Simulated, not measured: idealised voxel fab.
process module | voxel self aligned contacts
cross-section cut | 230 nm wide | cells 5 nm
A cross-section is a grid of square cells, given in bands from the top down. A band is one or more rows of cells.
Each band's line starts with the height of the band's top and of its bottom, in nm. Then come its materials from left to right, each with its width in nm. One material with "throughout" fills the band from edge to edge. "air" is empty space.
Height 0 is the level under which the wafer as received is all one material. The lowest band goes on downwards, as in "0 down".
A width such as "30 to 40" changes by the same amount from each row of cells to the next, from the band's top row to its bottom row.
"no change" after a step means that no cell of the cross-section changed.
closed voids: empty space of 8 cells or more with no open way to the top, each as width x height at its distance from the left edge, in nm
after a step's settings: what the simulator itself notes on the step
overlay nm, on a step with a mask: how far to the right of its planned place the mask lay; to the left if negative
plan
1 op RECEIVE | material Si
2 op OXIDIZE | depth nm 5
3 op DIRECTIONAL_DEP | material polySi | thk nm 30
4 op DIRECTIONAL_DEP | material SiN | thk nm 25
5 op PATTERN | tone cover | mask id GATE | material resist | width nm 30 | pitch nm 65 | thk nm 20 | overlay nm 0
6 op DIRECTIONAL_ETCH | etch materials SiN | depth nm 25
7 op DIRECTIONAL_ETCH | etch materials polySi | depth nm 30
8 op STRIP | etch materials resist
9 op CONFORMAL_DEP | material SiN | thk nm 10
10 op DIRECTIONAL_ETCH | etch materials SiN | depth nm 10
11 op FILL_DEP | material SiO2 | thk nm 20
12 op CMP | height nm 65
13 op DIRECTIONAL_DEP | material aC | thk nm 15
14 op PATTERN | tone open | mask id CONTACT | material resist | width nm 45 | pitch nm 65 | thk nm 35 | overlay nm 0
15 op DIRECTIONAL_ETCH | etch materials aC | depth nm 15
16 op STRIP | etch materials resist
17 op DIRECTIONAL_ETCH | etch materials SiO2 | depth nm 70
18 op STRIP | etch materials aC
19 op CONFORMAL_DEP | material TiN | thk nm 5
20 op FILL_DEP | material W | thk nm 10
21 op CMP | height nm 65
22 op CONFORMAL_DEP | material SiCN | thk nm 5
as received, after step 1
  0 down: Si throughout
  closed voids: none
first wafer at the end, as planned
  70 to 65: SiCN throughout
  65 to 55: SiO2 60 | TiN 5 to 20 | W 35 to 5 | TiN 5 to 20 | SiO2 20 | TiN 5 to 20 | W 35 to 5 | TiN 5 to 20 | SiO2 60
  55 to 30: SiO2 25 | SiN 50 | TiN 5 | W 5 | TiN 5 | SiN 50 | TiN 5 | W 5 | TiN 5 | SiN 50 | SiO2 25
  30 to 0: SiO2 25 | SiN 10 | polySi 30 | SiN 10 | TiN 5 | W 5 | TiN 5 | SiN 10 | polySi 30 | SiN 10 | TiN 5 | W 5 | TiN 5 | SiN 10 | polySi 30 | SiN 10 | SiO2 25
  0 to -5: SiO2 75 | TiN 15 | SiO2 50 | TiN 15 | SiO2 75
  -5 down: Si throughout
  closed voids: none
second wafer at the end: like start, like plan, one mistake
  70 to 65: SiCN throughout
  65 to 55: SiO2 60 | TiN 5 to 20 | W 35 to 5 | TiN 5 to 20 | SiO2 20 | TiN 5 to 20 | W 35 to 5 | TiN 5 to 20 | SiO2 60
  55 to 30: SiO2 25 | SiN 10 | polySi 30 | SiN 10 | TiN 5 | W 5 | TiN 5 | SiN 10 | polySi 30 | SiN 10 | TiN 5 | W 5 | TiN 5 | SiN 10 | polySi 30 | SiN 10 | SiO2 25
  30 to 25: SiO2 25 | SiN 10 | polySi 30 | SiN 10 | TiN 15 | SiN 10 | polySi 30 | SiN 10 | TiN 15 | SiN 10 | polySi 30 | SiN 10 | SiO2 25
  25 to 0: SiN throughout
  0 to -5: SiO2 throughout
  -5 down: Si throughout
  closed voids: none
what went wrong: steps 3 and 4 were swapped
at the end the second wafer has, in cells: 80 more of SiN | 44 fewer of SiO2 | 24 fewer of TiN | 12 fewer of W
